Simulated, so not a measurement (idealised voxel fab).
process module | voxel transistor to metal
cross-section cut | 190 nm wide | cells 5 nm
A cross-section is a grid of square cells, given in bands from the top down. A band is one or more rows of cells.
Each band's line starts with the height of the band's top and of its bottom, in nm. Then come its materials from left to right, each with its width in nm. One material with "throughout" fills the band from edge to edge. "air" is empty space.
Height 0 is the level under which the wafer as received is all one material. The lowest band goes on downwards, as in "0 down".
A width such as "30 to 40" changes by the same amount from each row of cells to the next, from the band's top row to its bottom row.
"no change" after a step means that no cell of the cross-section changed.
closed voids: empty space of 8 cells or more with no open way to the top, each as width x height at its distance from the left edge, in nm
after a step's settings: what the simulator itself notes on the step
overlay nm, on a step with a mask: how far to the right of its planned place the mask lay; to the left if negative
plan
1 op RECEIVE | material Si
2 op OXIDIZE | depth nm 5
3 op CONFORMAL_DEP | material SiN | thk nm 15
4 op PATTERN | tone cover | mask id ACTIVE | material resist | width nm 115 | thk nm 15 | overlay nm 0
5 op DIRECTIONAL_ETCH | etch materials SiN | depth nm 15
6 op DIRECTIONAL_ETCH | etch materials SiO2 | depth nm 5
7 op DIRECTIONAL_ETCH | etch materials Si | depth nm 30
8 op STRIP | etch materials resist
9 op FILL_DEP | material SiO2 | thk nm 15
10 op CMP | height nm 15
11 op SELECTIVE_ETCH | etch materials SiO2 | depth nm 15
12 op STRIP | etch materials SiN
13 op SELECTIVE_ETCH | etch materials SiO2 | depth nm 5
14 op OXIDIZE | depth nm 5
15 op DIRECTIONAL_DEP | material polySi | thk nm 25
16 op DIRECTIONAL_DEP | material SiCN | thk nm 10
17 op DIRECTIONAL_DEP | material aC | thk nm 10
18 op PATTERN | tone cover | mask id GATE | material resist | width nm 25 | thk nm 30 | overlay nm 0
19 op DIRECTIONAL_ETCH | etch materials aC | depth nm 10
20 op STRIP | etch materials resist
21 op DIRECTIONAL_ETCH | etch materials SiCN | depth nm 20
22 op DIRECTIONAL_ETCH | etch materials polySi | depth nm 35
23 op STRIP | etch materials aC
24 op CONFORMAL_DEP | material SiO2 | thk nm 5
25 op DIRECTIONAL_ETCH | etch materials SiO2 | depth nm 5
26 op CONFORMAL_DEP | material SiN | thk nm 5
27 op DIRECTIONAL_ETCH | etch materials SiN | depth nm 5
28 op DIRECTIONAL_ETCH | etch materials SiO2 | depth nm 5
29 op DIRECTIONAL_ETCH | etch materials Si | depth nm 10
30 op EPI | material SiGe | thk nm 10
31 op FILL_DEP | material SiO2 | thk nm 5
32 op CMP | height nm 30
33 op DIRECTIONAL_DEP | material SiO2 | thk nm 15
34 op DIRECTIONAL_DEP | material aC | thk nm 15
35 op PATTERN | tone open | mask id CONTACT | material resist | width nm 30 | pitch nm 65 | thk nm 30 | overlay nm 0
36 op DIRECTIONAL_ETCH | etch materials aC | depth nm 15
37 op STRIP | etch materials resist
38 op DIRECTIONAL_ETCH | etch materials SiO2 | depth nm 55
39 op STRIP | etch materials aC
40 op CONFORMAL_DEP | material TiN | thk nm 5
41 op FILL_DEP | material Ru | thk nm 5
42 op CMP | height nm 45
43 op DIRECTIONAL_DEP | material TiN | thk nm 5
44 op DIRECTIONAL_DEP | material Ru | thk nm 25
45 op PATTERN | tone cover | mask id METAL_1 | material resist | width nm 20 | pitch nm 75 | thk nm 15 | overlay nm 0
46 op DIRECTIONAL_ETCH | etch materials Ru | depth nm 25
47 op DIRECTIONAL_ETCH | etch materials TiN | depth nm 5
48 op STRIP | etch materials resist
49 op FILL_DEP | material lowk | thk nm 10
50 op CMP | height nm 75
51 op CONFORMAL_DEP | material SiCN | thk nm 5
52 op DIRECTIONAL_DEP | material SiO2 | thk nm 25
53 op PATTERN | tone open | mask id METAL_2 | material resist | width nm 20 | pitch nm 75 | thk nm 20 | overlay nm 0
54 op DIRECTIONAL_ETCH | etch materials SiO2 | depth nm 15
55 op STRIP | etch materials resist
56 op DIRECTIONAL_DEP | material aC | thk nm 15
57 op PATTERN | tone open | mask id METAL_2_HOLES | material resist | width nm 15 | pitch nm 75 | thk nm 35 | overlay nm 0
58 op DIRECTIONAL_ETCH | etch materials aC | depth nm 15
59 op STRIP | etch materials resist
60 op DIRECTIONAL_ETCH | etch materials SiO2 | depth nm 10
61 op DIRECTIONAL_ETCH | etch materials SiCN | depth nm 5
62 op STRIP | etch materials aC
63 op CONFORMAL_DEP | material TiN | thk nm 5
64 op FILL_DEP | material Cu | thk nm 5
65 op CMP | height nm 105
66 op CONFORMAL_DEP | material SiCN | thk nm 5
as received, after step 1
  0 down: Si throughout
  closed voids: none
a wafer at the end: this start, this plan, one mistake
  110 to 105: SiCN throughout
  105 to 95: SiO2 45 | TiN 5 | Cu 10 | TiN 5 | SiO2 55 | TiN 5 | Cu 10 | TiN 5 | SiO2 50
  95 to 90: SiO2 45 | TiN 5 | Cu 5 | TiN 10 | SiO2 55 | TiN 5 | Cu 5 | TiN 10 | SiO2 50
  90 to 80: SiO2 45 | TiN 5 | Cu 5 | TiN 5 | SiO2 60 | TiN 5 | Cu 5 | TiN 5 | SiO2 55
  80 to 75: SiCN 45 | TiN 15 | SiCN 60 | TiN 15 | SiCN 55
  75 to 50: lowk 45 | Ru 20 | lowk 55 | Ru 20 | lowk 50
  50 to 45: lowk 45 | TiN 20 | lowk 55 | TiN 20 | lowk 50
  45 to 35: SiO2 45 | TiN 5 | Ru 20 | TiN 5 | SiO2 35 | TiN 5 | Ru 20 | TiN 5 | SiO2 50
  35 to 30: SiO2 45 | TiN 5 | Ru 15 | TiN 10 | SiO2 35 | TiN 10 | Ru 15 | TiN 5 | SiO2 50
  30 to 20: SiO2 45 | TiN 5 | Ru 15 | TiN 5 | SiN 5 | SiO2 5 | SiCN 25 | SiO2 5 | SiN 5 | TiN 5 | Ru 15 | TiN 5 | SiO2 50
  20 to 10: SiO2 45 | TiN 5 | Ru 15 | TiN 5 | SiN 5 | SiO2 5 | polySi 25 | SiO2 5 | SiN 5 | TiN 5 | Ru 15 | TiN 5 | SiO2 50
  10 to 5: SiO2 45 | TiN 25 | SiN 5 | SiO2 5 | polySi 25 | SiO2 5 | SiN 5 | TiN 25 | SiO2 50
  5 to -5: SiO2 45 | TiN 10 | SiGe 15 | SiN 5 | SiO2 5 | polySi 25 | SiO2 5 | SiN 5 | SiGe 15 | TiN 10 | SiO2 50
  -5 to -10: SiO2 30 | SiGe 40 | SiO2 45 | SiGe 40 | SiO2 35
  -10 to -20: SiO2 35 | SiGe 35 | Si 45 | SiGe 35 | SiO2 40
  -20 to -35: SiO2 35 | Si 115 | SiO2 40
  -35 down: Si throughout
  closed voids: none
what went wrong: step 30 ran as: op EPI | material SiGe | thk nm 15
